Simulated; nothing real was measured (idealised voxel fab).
Process module, titled voxel tone inversion
cross-section cut | 275 nm wide | cells 5 nm
Format of a cross-section: grid, square cells. Given as bands. Order: top down. Band: one or more rows of cells. For a band, the entry starts with two heights in nm, that of the top and then that of the bottom, and carries on with the band's materials in order from left to right, each alongside its width in nm; the word "everywhere" beside a single material means it fills the band edge to edge, and "air" means empty space. Note: height 0 marks the level under which the wafer is uniformly one material as received. Lowest band unbounded below, written "from 0 down". Think of "30..40" as a width that walks from the first number to the second as you go down the band, top row to bottom row, taking equal-sized steps from row to row. The cross-section has no changed cell in any step marked "identical to before". Voids not open to the top, 8 cells minimum: see "Closed void listing". Written width x height at distance; distance is from the left edge; nm. Post-settings text on a step line: simulator's own remark regarding the step. overlay nm: mask offset rightward from planned place, masked step; negative means leftward offset.
# Planned step list for the process
| 1 | op RECEIVE | material Si |
| 2 | op CONFORMAL_DEP | material SiCN | thk nm 5 |
| 3 | op DIRECTIONAL_DEP | material aC | thk nm 25 |
| 4 | op PATTERN | tone cover | mask id POSTS | material resist | width nm 15 | pitch nm 35 | thk nm 35 | overlay nm 0 |
| 5 | op DIRECTIONAL_ETCH | etch materials aC | depth nm 25 |
| 6 | op STRIP | etch materials resist |
| 7 | op FILL_DEP | material lowk | thk nm 10 |
| 8 | op CMP | height nm 30 |
| 9 | op STRIP | etch materials aC |
# On the first of the two wafers: run conducted according to plan
# Here's what the wafer looked like in cross-section when it arrived - that's after step 1
from 0 down  Si everywhere
Closed void listing: none
# After step 2: wafer cross-section
from 5 to 0  SiCN everywhere
For the remainder of the cross-section, below 0, there is no change.
# After step 3: wafer cross-section
from 30 to 5  aC everywhere
For the remainder of the cross-section, below 5, there is no change.
# After step 4: wafer cross-section
from 65 to 30  air 75 nm, then resist 15 nm, then air 20 nm, then resist 15 nm, then air 20 nm, then resist 15 nm, then air 20 nm, then resist 15 nm, then air 80 nm
For the remainder of the cross-section, below 30, there is no change.
# After step 5: wafer cross-section
from 40 to 30  air 75 nm, then resist 15 nm, then air 20 nm, then resist 15 nm, then air 20 nm, then resist 15 nm, then air 20 nm, then resist 15 nm, then air 80 nm
from 30 to 5  air 75 nm, then aC 15 nm, then air 20 nm, then aC 15 nm, then air 20 nm, then aC 15 nm, then air 20 nm, then aC 15 nm, then air 80 nm
For the remainder of the cross-section, below 5, there is no change.
# After step 6: wafer cross-section
from 30 to 5  air 75 nm, then aC 15 nm, then air 20 nm, then aC 15 nm, then air 20 nm, then aC 15 nm, then air 20 nm, then aC 15 nm, then air 80 nm
For the remainder of the cross-section, below 5, there is no change.
# After step 7: wafer cross-section
from 40 to 30  lowk everywhere
from 30 to 5  lowk 75 nm, then aC 15 nm, then lowk 20 nm, then aC 15 nm, then lowk 20 nm, then aC 15 nm, then lowk 20 nm, then aC 15 nm, then lowk 80 nm
For the remainder of the cross-section, below 5, there is no change.
# After step 8: wafer cross-section
from 30 to 5  lowk 75 nm, then aC 15 nm, then lowk 20 nm, then aC 15 nm, then lowk 20 nm, then aC 15 nm, then lowk 20 nm, then aC 15 nm, then lowk 80 nm
For the remainder of the cross-section, below 5, there is no change.
# After step 9: wafer cross-section
from 30 to 5  lowk 75 nm, then air 15 nm, then lowk 20 nm, then air 15 nm, then lowk 20 nm, then air 15 nm, then lowk 20 nm, then air 15 nm, then lowk 80 nm
For the remainder of the cross-section, below 5, there is no change.
# Wafer two: like wafer one in start and plan, but with one mistake in execution; identical up to and including step 1
# What the second wafer looks like in cross-section when step 2 should have wrapped up
from 25 to 0  aC everywhere
For the remainder of the cross-section, below 0, there is no change.
# What the second wafer looks like in cross-section when step 3 should have wrapped up
from 30 to 25  SiCN everywhere
For the remainder of the cross-section, below 25, there is no change.
# What the second wafer looks like in cross-section when step 4 should have wrapped up
from 65 to 30  air 75 nm, then resist 15 nm, then air 20 nm, then resist 15 nm, then air 20 nm, then resist 15 nm, then air 20 nm, then resist 15 nm, then air 80 nm
For the remainder of the cross-section, below 30, there is no change.
# What the second wafer looks like in cross-section when step 5 should have wrapped up
from 40 to 30  air 75 nm, then resist 15 nm, then air 20 nm, then resist 15 nm, then air 20 nm, then resist 15 nm, then air 20 nm, then resist 15 nm, then air 80 nm
For the remainder of the cross-section, below 30, there is no change.
# What the second wafer looks like in cross-section when step 6 should have wrapped up
from 30 to 25  SiCN everywhere
For the remainder of the cross-section, below 25, there is no change.
# What the second wafer looks like in cross-section when step 7 should have wrapped up
from 40 to 30  lowk everywhere
For the remainder of the cross-section, below 30, there is no change.
# What the second wafer looks like in cross-section when step 8 should have wrapped up
from 30 to 25  SiCN everywhere
For the remainder of the cross-section, below 25, there is no change.
What the second wafer looks like in cross-section when step 9 should have wrapped up: identical to before
Error vs. plan: the run placed steps 2 and 3 each in the position the plan gave to the other
Upon completion, the second wafer contains, in terms of cells, a greater or smaller amount of certain materials than the first wafer: aC +275; lowk -215
